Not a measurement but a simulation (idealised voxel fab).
Presented below is a process module, voxel wiring stack.
In the cross-section labelled cut, the width is 170 nm and each square cell is 5 nm.
Reading order for cross-sections: top band down to bottom band. Underlying form: a grid of square cells. Band size: one or more rows of cells.
Quick guide to a band line: top height, bottom height (nm) up front; then every material left to right with its width in nm. Only one material and it's marked "throughout"? Then it fills the band edge to edge. And "blank" just means empty space.
Convention: height 0 is the level below which the wafer, as received, is all one material. The lowest band does not terminate at the bottom but continues downward, represented as "from 0 down".
Width spec "30 to 40" -> top row of cells at first value, bottom row at second value, equal per-row change in between.
Key: "nothing was modified" - step with no changed cell in the cross-section.
The entry "Closed internal cavities" lists the empty spaces that cover at least 8 cells and have no open path to the top. Each is written as width x height at distance, where the distance is measured from the left edge and all three values are in nm.
On each step's line, the part that comes after the settings is the simulator's own comment on the step.
The "overlay nm" setting may appear on a step's line; for a step that uses a mask, it gives how far to the right of its planned position the mask lay, and a negative value indicates the left.
Read the rest as pairs. Take the cross-section before one process step, then the cross-section after it, which shows only down to the lowest band that changed. Under the pair, find the step between them and its settings. Bear in mind that pairs may come from different runs of this module on the same starting wafer: link a pair to the pair above it only where its entry headed "Ex-ante state" says to.

[Ex-ante state]
* from 160 to 155 = 35 TiN, 10 blank, 35 TiN, 10 blank, 35 TiN, 10 blank, 35 TiN
* from 155 to 140 = 30 SiO2, 5 TiN, 10 blank, 5 TiN, 25 SiO2, 5 TiN, 10 blank, 5 TiN, 25 SiO2, 5 TiN, 10 blank, 5 TiN, 30 SiO2
* from 140 to 135 = 30 SiO2, 5 TiN, 5 blank, 10 TiN, 25 SiO2, 20 TiN, 25 SiO2, 5 TiN, 5 blank, 10 TiN, 30 SiO2
* from 135 to 125 = 30 SiO2, 5 TiN, 5 blank, 5 TiN, 75 SiO2, 5 TiN, 5 blank, 5 TiN, 35 SiO2
* from 125 to 120 = 30 SiCN, 15 TiN, 75 SiCN, 15 TiN, 35 SiCN
* from 120 to 105 = 30 SiO2, 5 TiN, 10 Ru, 5 TiN, 25 SiO2, 5 TiN, 10 Ru, 5 TiN, 25 SiO2, 5 TiN, 10 Ru, 5 TiN, 30 SiO2
* from 105 to 100 = 30 SiO2, 5 TiN, 5 Ru, 10 TiN, 25 SiO2, 5 TiN, 5 Ru, 10 TiN, 25 SiO2, 5 TiN, 5 Ru, 10 TiN, 30 SiO2
* from 100 to 90 = 30 SiO2, 5 TiN, 5 Ru, 5 TiN, 30 SiO2, 5 TiN, 5 Ru, 5 TiN, 30 SiO2, 5 TiN, 5 Ru, 5 TiN, 35 SiO2
* from 90 to 85 = 30 SiCN, 15 TiN, 30 SiCN, 15 TiN, 30 SiCN, 15 TiN, 35 SiCN
* from 85 to 60 = 30 SiO2, 5 TiN, 10 Cu, 5 TiN, 25 SiO2, 5 TiN, 10 Cu, 5 TiN, 25 SiO2, 5 TiN, 10 Cu, 5 TiN, 30 SiO2
* from 60 to 55 = 30 SiCN, 20 TiN, 25 SiCN, 20 TiN, 25 SiCN, 20 TiN, 30 SiCN
* from 55 to 45 = 40 lowk, 15 Ru, 30 lowk, 15 Ru, 30 lowk, 15 Ru, 25 lowk
* from 45 to 40 = 40 SiCN, 15 Ru, 30 SiCN, 15 Ru, 30 SiCN, 15 Ru, 25 SiCN
* from 40 to 20 = 25 lowk, 5 SiCN, 20 W, 5 SiCN, 15 lowk, 5 SiCN, 20 W, 5 SiCN, 15 lowk, 5 SiCN, 20 W, 5 SiCN, 25 lowk
* from 20 to 15 = 30 SiCN, 20 TiN, 25 SiCN, 20 TiN, 25 SiCN, 20 TiN, 30 SiCN
* from 15 to 0 = SiO2 throughout
* from 0 down = Si throughout
* Closed internal cavities: none

[Resulting Structure]
* from 165 to 160 = Ru throughout
* from 160 to 155 = 35 TiN, 10 Ru, 35 TiN, 10 Ru, 35 TiN, 10 Ru, 35 TiN
* from 155 to 140 = 30 SiO2, 5 TiN, 10 Ru, 5 TiN, 25 SiO2, 5 TiN, 10 Ru, 5 TiN, 25 SiO2, 5 TiN, 10 Ru, 5 TiN, 30 SiO2
* from 140 to 135 = 30 SiO2, 5 TiN, 5 Ru, 10 TiN, 25 SiO2, 20 TiN, 25 SiO2, 5 TiN, 5 Ru, 10 TiN, 30 SiO2
* from 135 to 125 = 30 SiO2, 5 TiN, 5 Ru, 5 TiN, 75 SiO2, 5 TiN, 5 Ru, 5 TiN, 35 SiO2
* All layers under 125 are left as they were.
* Closed internal cavities: none
Name the step between the before and after sections above: FILL_DEP (material Ru; thk nm 5)

Ex-ante state: the pre-step structure is the one depicted after the step in the pair just above.

[Resulting Structure]
* from 155 to 140 = 30 SiO2, 5 TiN, 10 Ru, 5 TiN, 25 SiO2, 5 TiN, 10 Ru, 5 TiN, 25 SiO2, 5 TiN, 10 Ru, 5 TiN, 30 SiO2
* All layers under 140 are left as they were.
* Closed internal cavities: none
Name the step between the before and after sections above: CMP (height nm 155)

Ex-ante state: the pre-step structure is the one depicted after the step in the pair just above.

[Resulting Structure]
* from 160 to 155 = SiN throughout
* All layers under 155 are left as they were.
* Closed internal cavities: none
Name the step between the before and after sections above: CONFORMAL_DEP (material SiN; thk nm 5)

[Ex-ante state]
* from 160 to 155 = 35 TiN, 10 blank, 35 TiN, 10 blank, 35 TiN, 10 blank, 35 TiN
* from 155 to 140 = 30 SiO2, 5 TiN, 10 blank, 5 TiN, 25 SiO2, 5 TiN, 10 blank, 5 TiN, 25 SiO2, 5 TiN, 10 blank, 5 TiN, 30 SiO2
* from 140 to 135 = 30 SiO2, 5 TiN, 5 blank, 10 TiN, 25 SiO2, 20 TiN, 25 SiO2, 5 TiN, 5 blank, 10 TiN, 30 SiO2
* from 135 to 125 = 30 SiO2, 5 TiN, 5 blank, 5 TiN, 75 SiO2, 5 TiN, 5 blank, 5 TiN, 35 SiO2
* from 125 to 120 = 30 SiCN, 15 TiN, 75 SiCN, 15 TiN, 35 SiCN
* from 120 to 105 = 30 SiO2, 5 TiN, 10 Ru, 5 TiN, 25 SiO2, 5 TiN, 10 Ru, 5 TiN, 25 SiO2, 5 TiN, 10 Ru, 5 TiN, 30 SiO2
* from 105 to 100 = 30 SiO2, 5 TiN, 5 Ru, 10 TiN, 25 SiO2, 5 TiN, 5 Ru, 10 TiN, 25 SiO2, 5 TiN, 5 Ru, 10 TiN, 30 SiO2
* from 100 to 90 = 30 SiO2, 5 TiN, 5 Ru, 5 TiN, 30 SiO2, 5 TiN, 5 Ru, 5 TiN, 30 SiO2, 5 TiN, 5 Ru, 5 TiN, 35 SiO2
* from 90 to 85 = 30 SiCN, 15 TiN, 30 SiCN, 15 TiN, 30 SiCN, 15 TiN, 35 SiCN
* from 85 to 60 = 30 SiO2, 5 TiN, 10 Cu, 5 TiN, 25 SiO2, 5 TiN, 10 Cu, 5 TiN, 25 SiO2, 5 TiN, 10 Cu, 5 TiN, 30 SiO2
* from 60 to 55 = 30 SiCN, 20 TiN, 25 SiCN, 20 TiN, 25 SiCN, 20 TiN, 30 SiCN
* from 55 to 45 = 30 lowk, 15 Ru, 30 lowk, 15 Ru, 30 lowk, 15 Ru, 35 lowk
* from 45 to 40 = 30 SiCN, 15 Ru, 30 SiCN, 15 Ru, 30 SiCN, 15 Ru, 35 SiCN
* from 40 to 20 = 25 lowk, 5 SiCN, 20 W, 5 SiCN, 15 lowk, 5 SiCN, 20 W, 5 SiCN, 15 lowk, 5 SiCN, 20 W, 5 SiCN, 25 lowk
* from 20 to 15 = 30 SiCN, 20 TiN, 25 SiCN, 20 TiN, 25 SiCN, 20 TiN, 30 SiCN
* from 15 to 0 = SiO2 throughout
* from 0 down = Si throughout
* Closed internal cavities: none

[Resulting Structure]
* from 165 to 160 = SiCN throughout
* from 160 to 155 = 35 TiN, 10 SiCN, 35 TiN, 10 SiCN, 35 TiN, 10 SiCN, 35 TiN
* from 155 to 140 = 30 SiO2, 5 TiN, 10 SiCN, 5 TiN, 25 SiO2, 5 TiN, 10 SiCN, 5 TiN, 25 SiO2, 5 TiN, 10 SiCN, 5 TiN, 30 SiO2
* from 140 to 135 = 30 SiO2, 5 TiN, 5 SiCN, 10 TiN, 25 SiO2, 20 TiN, 25 SiO2, 5 TiN, 5 SiCN, 10 TiN, 30 SiO2
* from 135 to 125 = 30 SiO2, 5 TiN, 5 SiCN, 5 TiN, 75 SiO2, 5 TiN, 5 SiCN, 5 TiN, 35 SiO2
* All layers under 125 are left as they were.
* Closed internal cavities: none
Name the step between the before and after sections above: FILL_DEP (material SiCN; thk nm 5)

Ex-ante state: the pre-step structure is the one depicted after the step in the pair just above.

[Resulting Structure]
* from 155 to 140 = 30 SiO2, 5 TiN, 10 SiCN, 5 TiN, 25 SiO2, 5 TiN, 10 SiCN, 5 TiN, 25 SiO2, 5 TiN, 10 SiCN, 5 TiN, 30 SiO2
* All layers under 140 are left as they were.
* Closed internal cavities: none
Name the step between the before and after sections above: CMP (height nm 155)

Ex-ante state: the pre-step structure is the one depicted after the step in the pair just above.

[Resulting Structure]
* from 160 to 155 = SiN throughout
* All layers under 155 are left as they were.
* Closed internal cavities: none
Name the step between the before and after sections above: CONFORMAL_DEP (material SiN; thk nm 5)

[Ex-ante state]
* from 100 to 85 = aC throughout
* from 85 to 60 = SiO2 throughout
* from 60 to 55 = SiCN throughout
* from 55 to 45 = 30 lowk, 15 Ru, 30 lowk, 15 Ru, 30 lowk, 15 Ru, 35 lowk
* from 45 to 40 = 30 SiCN, 15 Ru, 30 SiCN, 15 Ru, 30 SiCN, 15 Ru, 35 SiCN
* from 40 to 20 = 25 lowk, 5 SiCN, 20 W, 5 SiCN, 15 lowk, 5 SiCN, 20 W, 5 SiCN, 15 lowk, 5 SiCN, 20 W, 5 SiCN, 25 lowk
* from 20 to 15 = 30 SiCN, 20 TiN, 25 SiCN, 20 TiN, 25 SiCN, 20 TiN, 30 SiCN
* from 15 to 0 = SiO2 throughout
* from 0 down = Si throughout
* Closed internal cavities: none

[Resulting Structure]
* from 130 to 100 = 30 blank, 20 resist, 25 blank, 20 resist, 25 blank, 20 resist, 30 blank
* All layers under 100 are left as they were.
* Closed internal cavities: none
Name the step between the before and after sections above: PATTERN (tone cover; mask id METAL_2; material resist; width nm 20; pitch nm 45; thk nm 30; overlay nm 0)

Ex-ante state: the pre-step structure is the one depicted after the step in the pair just above.

[Resulting Structure]
* from 115 to 100 = 30 blank, 20 resist, 25 blank, 20 resist, 25 blank, 20 resist, 30 blank
* from 100 to 85 = 30 blank, 20 aC, 25 blank, 20 aC, 25 blank, 20 aC, 30 blank
* All layers under 85 are left as they were.
* Closed internal cavities: none
Name the step between the before and after sections above: DIRECTIONAL_ETCH (etch materials aC; depth nm 15)

Ex-ante state: the pre-step structure is the one depicted after the step in the pair just above.

[Resulting Structure]
* from 100 to 85 = 30 blank, 20 aC, 25 blank, 20 aC, 25 blank, 20 aC, 30 blank
* All layers under 85 are left as they were.
* Closed internal cavities: none
Name the step between the before and after sections above: STRIP (etch materials resist)

Ex-ante state: the pre-step structure is the one depicted after the step in the pair just above.

[Resulting Structure]
* from 100 to 85 = 30 blank, 20 aC, 25 blank, 20 aC, 25 blank, 20 aC, 30 blank
* from 85 to 60 = 30 blank, 20 SiO2, 25 blank, 20 SiO2, 25 blank, 20 SiO2, 30 blank
* All layers under 60 are left as they were.
* Closed internal cavities: none
Name the step between the before and after sections above: DIRECTIONAL_ETCH (etch materials SiO2; depth nm 25)

Ex-ante state: the pre-step structure is the one depicted after the step in the pair just above.

[Resulting Structure]
* from 100 to 85 = 30 blank, 20 aC, 25 blank, 20 aC, 25 blank, 20 aC, 30 blank
* from 85 to 60 = 30 blank, 20 SiO2, 25 blank, 20 SiO2, 25 blank, 20 SiO2, 30 blank
* from 60 to 55 = 30 blank, 20 SiCN, 25 blank, 20 SiCN, 25 blank, 20 SiCN, 30 blank
* All layers under 55 are left as they were.
* Closed internal cavities: none
Name the step between the before and after sections above: DIRECTIONAL_ETCH (etch materials SiCN; depth nm 5)

Ex-ante state: the pre-step structure is the one depicted after the step in the pair just above.

[Resulting Structure]
* from 85 to 60 = 30 blank, 20 SiO2, 25 blank, 20 SiO2, 25 blank, 20 SiO2, 30 blank
* All layers under 60 are left as they were.
* Closed internal cavities: none
Name the step between the before and after sections above: STRIP (etch materials aC)

Ex-ante state: the pre-step structure is the one depicted after the step in the pair just above.

[Resulting Structure]
* from 90 to 85 = 25 blank, 30 TiN, 15 blank, 30 TiN, 15 blank, 30 TiN, 25 blank
* from 85 to 60 = 25 blank, 5 TiN, 20 SiO2, 5 TiN, 15 blank, 5 TiN, 20 SiO2, 5 TiN, 15 blank, 5 TiN, 20 SiO2, 5 TiN, 25 blank
* from 60 to 55 = 30 TiN, 20 SiCN, 25 TiN, 20 SiCN, 25 TiN, 20 SiCN, 30 TiN
* All layers under 55 are left as they were.
* Closed internal cavities: none
Name the step between the before and after sections above: CONFORMAL_DEP (material TiN; thk nm 5)

Ex-ante state: the pre-step structure is the one depicted after the step in the pair just above.

[Resulting Structure]
* from 100 to 90 = Cu throughout
* from 90 to 85 = 25 Cu, 30 TiN, 15 Cu, 30 TiN, 15 Cu, 30 TiN, 25 Cu
* from 85 to 60 = 25 Cu, 5 TiN, 20 SiO2, 5 TiN, 15 Cu, 5 TiN, 20 SiO2, 5 TiN, 15 Cu, 5 TiN, 20 SiO2, 5 TiN, 25 Cu
* All layers under 60 are left as they were.
* Closed internal cavities: none
Name the step between the before and after sections above: FILL_DEP (material Cu; thk nm 10)

Ex-ante state: the pre-step structure is the one depicted after the step in the pair just above.

[Resulting Structure]
* from 85 to 60 = 25 Cu, 5 TiN, 20 SiO2, 5 TiN, 15 Cu, 5 TiN, 20 SiO2, 5 TiN, 15 Cu, 5 TiN, 20 SiO2, 5 TiN, 25 Cu
* All layers under 60 are left as they were.
* Closed internal cavities: none
Name the step between the before and after sections above: CMP (height nm 85)

Ex-ante state: the pre-step structure is the one depicted after the step in the pair just above.

[Resulting Structure]
* from 90 to 85 = SiCN throughout
* All layers under 85 are left as they were.
* Closed internal cavities: none
Name the step between the before and after sections above: CONFORMAL_DEP (material SiCN; thk nm 5)

Ex-ante state: the pre-step structure is the one depicted after the step in the pair just above.

[Resulting Structure]
* from 120 to 90 = SiO2 throughout
* All layers under 90 are left as they were.
* Closed internal cavities: none
Name the step between the before and after sections above: DIRECTIONAL_DEP (material SiO2; thk nm 30)

Ex-ante state: the pre-step structure is the one depicted after the step in the pair just above.

[Resulting Structure]
* from 120 to 90 = 30 SiO2, 15 blank, 30 SiO2, 15 blank, 30 SiO2, 15 blank, 35 SiO2
* All layers under 90 are left as they were.
* Closed internal cavities: none
Name the step between the before and after sections above: MASKED_ETCH (tone open; mask id METAL_3_HOLES; width nm 15; pitch nm 45; etch materials SiO2; depth nm 30; overlay nm 0)

Ex-ante state: the pre-step structure is the one depicted after the step in the pair just above.

[Resulting Structure]
* from 120 to 100 = 30 SiO2, 20 blank, 25 SiO2, 20 blank, 25 SiO2, 20 blank, 30 SiO2
* All layers under 100 are left as they were.
* Closed internal cavities: none
Name the step between the before and after sections above: MASKED_ETCH (tone open; mask id METAL_3; width nm 20; pitch nm 45; etch materials SiO2; depth nm 20; overlay nm 0)

Ex-ante state: the pre-step structure is the one depicted after the step in the pair just above.

[Resulting Structure]
* from 120 to 100 = 30 SiO2, 20 blank, 25 SiO2, 20 blank, 25 SiO2, 20 blank, 30 SiO2
* from 100 to 90 = 30 SiO2, 15 blank, 30 SiO2, 15 blank, 30 SiO2, 15 blank, 35 SiO2
* from 90 to 85 = 30 SiCN, 15 blank, 30 SiCN, 15 blank, 30 SiCN, 15 blank, 35 SiCN
* All layers under 85 are left as they were.
* Closed internal cavities: none
Name the step between the before and after sections above: MASKED_ETCH (tone open; mask id METAL_3; width nm 20; pitch nm 45; etch materials SiCN; depth nm 5; overlay nm 0)

Ex-ante state: the pre-step structure is the one depicted after the step in the pair just above.

[Resulting Structure]
* from 125 to 120 = 35 TiN, 10 blank, 35 TiN, 10 blank, 35 TiN, 10 blank, 35 TiN
* from 120 to 105 = 30 SiO2, 5 TiN, 10 blank, 5 TiN, 25 SiO2, 5 TiN, 10 blank, 5 TiN, 25 SiO2, 5 TiN, 10 blank, 5 TiN, 30 SiO2
* from 105 to 100 = 30 SiO2, 5 TiN, 5 blank, 10 TiN, 25 SiO2, 5 TiN, 5 blank, 10 TiN, 25 SiO2, 5 TiN, 5 blank, 10 TiN, 30 SiO2
* from 100 to 90 = 30 SiO2, 5 TiN, 5 blank, 5 TiN, 30 SiO2, 5 TiN, 5 blank, 5 TiN, 30 SiO2, 5 TiN, 5 blank, 5 TiN, 35 SiO2
* from 90 to 85 = 30 SiCN, 15 TiN, 30 SiCN, 15 TiN, 30 SiCN, 15 TiN, 35 SiCN
* All layers under 85 are left as they were.
* Closed internal cavities: none
Name the step between the before and after sections above: CONFORMAL_DEP (material TiN; thk nm 5)

Ex-ante state: the pre-step structure is the one depicted after the step in the pair just above.

[Resulting Structure]
* from 130 to 125 = Ru throughout
* from 125 to 120 = 35 TiN, 10 Ru, 35 TiN, 10 Ru, 35 TiN, 10 Ru, 35 TiN
* from 120 to 105 = 30 SiO2, 5 TiN, 10 Ru, 5 TiN, 25 SiO2, 5 TiN, 10 Ru, 5 TiN, 25 SiO2, 5 TiN, 10 Ru, 5 TiN, 30 SiO2
* from 105 to 100 = 30 SiO2, 5 TiN, 5 Ru, 10 TiN, 25 SiO2, 5 TiN, 5 Ru, 10 TiN, 25 SiO2, 5 TiN, 5 Ru, 10 TiN, 30 SiO2
* from 100 to 90 = 30 SiO2, 5 TiN, 5 Ru, 5 TiN, 30 SiO2, 5 TiN, 5 Ru, 5 TiN, 30 SiO2, 5 TiN, 5 Ru, 5 TiN, 35 SiO2
* All layers under 90 are left as they were.
* Closed internal cavities: none
Name the step between the before and after sections above: FILL_DEP (material Ru; thk nm 5)

Ex-ante state: the pre-step structure is the one depicted after the step in the pair just above.

[Resulting Structure]
* from 120 to 105 = 30 SiO2, 5 TiN, 10 Ru, 5 TiN, 25 SiO2, 5 TiN, 10 Ru, 5 TiN, 25 SiO2, 5 TiN, 10 Ru, 5 TiN, 30 SiO2
* All layers under 105 are left as they were.
* Closed internal cavities: none
Name the step between the before and after sections above: CMP (height nm 120)

Ex-ante state: the pre-step structure is the one depicted after the step in the pair just above.

[Resulting Structure]
* from 125 to 120 = SiCN throughout
* All layers under 120 are left as they were.
* Closed internal cavities: none
Name the step between the before and after sections above: CONFORMAL_DEP (material SiCN; thk nm 5)

Ex-ante state: the pre-step structure is the one depicted after the step in the pair just above.

[Resulting Structure]
* from 155 to 125 = SiO2 throughout
* All layers under 125 are left as they were.
* Closed internal cavities: none
Name the step between the before and after sections above: DIRECTIONAL_DEP (material SiO2; thk nm 30)

Ex-ante state: the pre-step structure is the one depicted after the step in the pair just above.

[Resulting Structure]
* from 155 to 125 = 30 SiO2, 15 blank, 75 SiO2, 15 blank, 35 SiO2
* All layers under 125 are left as they were.
* Closed internal cavities: none
Name the step between the before and after sections above: MASKED_ETCH (tone open; mask id METAL_4_HOLES; width nm 15; pitch nm 90; etch materials SiO2; depth nm 30; overlay nm 0)

Ex-ante state: the pre-step structure is the one depicted after the step in the pair just above.

[Resulting Structure]
* from 155 to 135 = 30 SiO2, 20 blank, 25 SiO2, 20 blank, 25 SiO2, 20 blank, 30 SiO2
* All layers under 135 are left as they were.
* Closed internal cavities: none
Name the step between the before and after sections above: MASKED_ETCH (tone open; mask id METAL_4; width nm 20; pitch nm 45; etch materials SiO2; depth nm 20; overlay nm 0)

Ex-ante state: the pre-step structure is the one depicted after the step in the pair just above.

[Resulting Structure]
* from 155 to 135 = 30 SiO2, 20 blank, 25 SiO2, 20 blank, 25 SiO2, 20 blank, 30 SiO2
* from 135 to 125 = 30 SiO2, 15 blank, 75 SiO2, 15 blank, 35 SiO2
* from 125 to 120 = 30 SiCN, 15 blank, 75 SiCN, 15 blank, 35 SiCN
* All layers under 120 are left as they were.
* Closed internal cavities: none
Name the step between the before and after sections above: MASKED_ETCH (tone open; mask id METAL_4; width nm 20; pitch nm 45; etch materials SiCN; depth nm 5; overlay nm 0)

Ex-ante state: the pre-step structure is the one depicted after the step in the pair just above.

[Resulting Structure]
* from 160 to 155 = 35 TiN, 10 blank, 35 TiN, 10 blank, 35 TiN, 10 blank, 35 TiN
* from 155 to 140 = 30 SiO2, 5 TiN, 10 blank, 5 TiN, 25 SiO2, 5 TiN, 10 blank, 5 TiN, 25 SiO2, 5 TiN, 10 blank, 5 TiN, 30 SiO2
* from 140 to 135 = 30 SiO2, 5 TiN, 5 blank, 10 TiN, 25 SiO2, 20 TiN, 25 SiO2, 5 TiN, 5 blank, 10 TiN, 30 SiO2
* from 135 to 125 = 30 SiO2, 5 TiN, 5 blank, 5 TiN, 75 SiO2, 5 TiN, 5 blank, 5 TiN, 35 SiO2
* from 125 to 120 = 30 SiCN, 15 TiN, 75 SiCN, 15 TiN, 35 SiCN
* All layers under 120 are left as they were.
* Closed internal cavities: none
Name the step between the before and after sections above: CONFORMAL_DEP (material TiN; thk nm 5)

Ex-ante state: the pre-step structure is the one depicted after the step in the pair just above.

[Resulting Structure]
* from 165 to 160 = Ru throughout
* from 160 to 155 = 35 TiN, 10 Ru, 35 TiN, 10 Ru, 35 TiN, 10 Ru, 35 TiN
* from 155 to 140 = 30 SiO2, 5 TiN, 10 Ru, 5 TiN, 25 SiO2, 5 TiN, 10 Ru, 5 TiN, 25 SiO2, 5 TiN, 10 Ru, 5 TiN, 30 SiO2
* from 140 to 135 = 30 SiO2, 5 TiN, 5 Ru, 10 TiN, 25 SiO2, 20 TiN, 25 SiO2, 5 TiN, 5 Ru, 10 TiN, 30 SiO2
* from 135 to 125 = 30 SiO2, 5 TiN, 5 Ru, 5 TiN, 75 SiO2, 5 TiN, 5 Ru, 5 TiN, 35 SiO2
* All layers under 125 are left as they were.
* Closed internal cavities: none
Name the step between the before and after sections above: FILL_DEP (material Ru; thk nm 5)

Ex-ante state: the pre-step structure is the one depicted after the step in the pair just above.

[Resulting Structure]
* from 155 to 140 = 30 SiO2, 5 TiN, 10 Ru, 5 TiN, 25 SiO2, 5 TiN, 10 Ru, 5 TiN, 25 SiO2, 5 TiN, 10 Ru, 5 TiN, 30 SiO2
* All layers under 140 are left as they were.
* Closed internal cavities: none
Name the step between the before and after sections above: CMP (height nm 155)

Ex-ante state: the pre-step structure is the one depicted after the step in the pair just above.

[Resulting Structure]
* from 160 to 155 = SiN throughout
* All layers under 155 are left as they were.
* Closed internal cavities: none
Name the step between the before and after sections above: CONFORMAL_DEP (material SiN; thk nm 5)
